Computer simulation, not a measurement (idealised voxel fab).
The following is a process module called voxel wiring stack.
160 nm wide, 5 nm square cells: that's cross-section cut.
Notation: cross-section as square-cell grid; stated in bands, top first, going down; one or more cell rows per band.
Band: top height; bottom height; in nm. Then, left to right: material with width in nm, for each material. "throughout": a single material spanning edge to edge. "blank": empty space.
Height is counted from the level 0, under which the received wafer is composed throughout of one material. The lowest of the bands is not closed at the bottom but continues downward, in the notation "0 -> down".
The notation "30..40" denotes a width that varies across the rows of cells in the band, beginning at the first number in the top row, finishing at the second number in the bottom row, and changing by an identical amount from each row to the next.
It should be understood that the words "no change", when stated for a given step, signify that the cross-section underwent no change in any of its cells during that step.
The entry "closed voids" lists the empty spaces that cover at least 8 cells and have no open path to the top. Each is written as width x height at distance, where the distance is measured from the left edge and all three values are in nm.
Text after the settings on a step's line: the simulator's own remark on that step.
overlay nm: step with mask; distance mask lay right of planned place; negative value = left of planned place.
## plan
| 1 | op RECEIVE | material Si |
| 2 | op CONFORMAL_DEP | material SiO2 | thk nm 15 |
| 3 | op DIRECTIONAL_DEP | material TiN | thk nm 5 |
| 4 | op DIRECTIONAL_DEP | material W | thk nm 20 |
| 5 | op MASKED_ETCH | tone cover | mask id METAL_1 | width nm 20 | pitch nm 50 | etch materials W | depth nm 20 | overlay nm -5 |
| 6 | op MASKED_ETCH | tone cover | mask id METAL_1 | width nm 20 | pitch nm 50 | etch materials TiN | depth nm 5 | overlay nm 0 |
| 7 | op FILL_DEP | material SiO2 | thk nm 10 |
| 8 | op CMP | height nm 40 |
| 9 | op CONFORMAL_DEP | material SiCN | thk nm 5 |
| 10 | op DIRECTIONAL_DEP | material SiO2 | thk nm 20 |
| 11 | op DIRECTIONAL_DEP | material aC | thk nm 15 |
| 12 | op PATTERN | tone open | mask id PLUG_1 | material resist | width nm 15 | pitch nm 50 | thk nm 35 | overlay nm 0 |
| 13 | op DIRECTIONAL_ETCH | etch materials aC | depth nm 15 |
| 14 | op STRIP | etch materials resist |
| 15 | op DIRECTIONAL_ETCH | etch materials SiO2 | depth nm 20 |
| 16 | op DIRECTIONAL_ETCH | etch materials SiCN | depth nm 5 |
| 17 | op STRIP | etch materials aC |
| 18 | op EPI | material Ru | thk nm 10 |
| 19 | op EPI | material Ru | thk nm 10 |
| 20 | op EPI | material Ru | thk nm 5 |
| 21 | op DIRECTIONAL_DEP | material TiN | thk nm 5 |
| 22 | op DIRECTIONAL_DEP | material Ru | thk nm 25 |
| 23 | op PATTERN | tone cover | mask id METAL_2 | material resist | width nm 20 | pitch nm 50 | thk nm 15 | overlay nm 0 |
| 24 | op DIRECTIONAL_ETCH | etch materials Ru | depth nm 25 |
| 25 | op DIRECTIONAL_ETCH | etch materials TiN | depth nm 5 |
| 26 | op STRIP | etch materials resist |
| 27 | op FILL_DEP | material SiO2 | thk nm 10 |
| 28 | op CMP | height nm 95 |
| 29 | op CONFORMAL_DEP | material SiCN | thk nm 5 |
For clarity, it should be stated that the wafers under discussion commence in an identical condition and differ with respect to the overlay nm of step 5, the plan indicating the value that the first wafer had.
## The first of several wafers as received, shown in cross-section; this is its state after step 1
    0 -> down: Si throughout
    closed voids: none
## First of several wafers in cross-section at module end, following the final step, step 29
    100 -> 95: SiCN throughout
    95 -> 70: 20 SiO2, 20 Ru, 30 SiO2, 20 Ru, 30 SiO2, 20 Ru, 20 SiO2
    70 -> 65: 20 SiO2, 20 TiN, 30 SiO2, 20 TiN, 30 SiO2, 20 TiN, 20 SiO2
    65 -> 45: 20 SiO2, 15 Ru, 35 SiO2, 15 Ru, 35 SiO2, 15 Ru, 25 SiO2
    45 -> 40: 20 SiCN, 15 Ru, 35 SiCN, 15 Ru, 35 SiCN, 15 Ru, 25 SiCN
    40 -> 20: 15 SiO2, 20 W, 30 SiO2, 20 W, 30 SiO2, 20 W, 25 SiO2
    20 -> 15: 15 SiO2, 25 TiN, 25 SiO2, 25 TiN, 25 SiO2, 25 TiN, 20 SiO2
    15 -> 0: SiO2 throughout
    0 -> down: Si throughout
    closed voids: none
## Cross-section at module completion, last wafer
    100 -> 95: SiCN throughout
    95 -> 70: 20 SiO2, 20 Ru, 30 SiO2, 20 Ru, 30 SiO2, 20 Ru, 20 SiO2
    70 -> 65: 20 SiO2, 20 TiN, 30 SiO2, 20 TiN, 30 SiO2, 20 TiN, 20 SiO2
    65 -> 45: 20 SiO2, 15 Ru, 35 SiO2, 15 Ru, 35 SiO2, 15 Ru, 25 SiO2
    45 -> 40: 20 SiCN, 15 Ru, 35 SiCN, 15 Ru, 35 SiCN, 15 Ru, 25 SiCN
    40 -> 20: 25 SiO2, 20 W, 30 SiO2, 20 W, 30 SiO2, 20 W, 15 SiO2
    20 -> 15: 20 SiO2, 25 TiN, 25 SiO2, 25 TiN, 25 SiO2, 25 TiN, 15 SiO2
    15 -> 0: SiO2 throughout
    0 -> down: Si throughout
    closed voids: none
## End of module, by wafer: material-by-material cell gain (+) or loss (-) since receipt, then closed voids
overlay nm -5 | +105 Ru | +55 SiCN | +405 SiO2 | +27 TiN | +48 W | closed voids: none
overlay nm 0 | +105 Ru | +55 SiCN | +408 SiO2 | +24 TiN | +48 W | closed voids: none
overlay nm 5 | +105 Ru | +55 SiCN | +405 SiO2 | +27 TiN | +48 W | closed voids: none
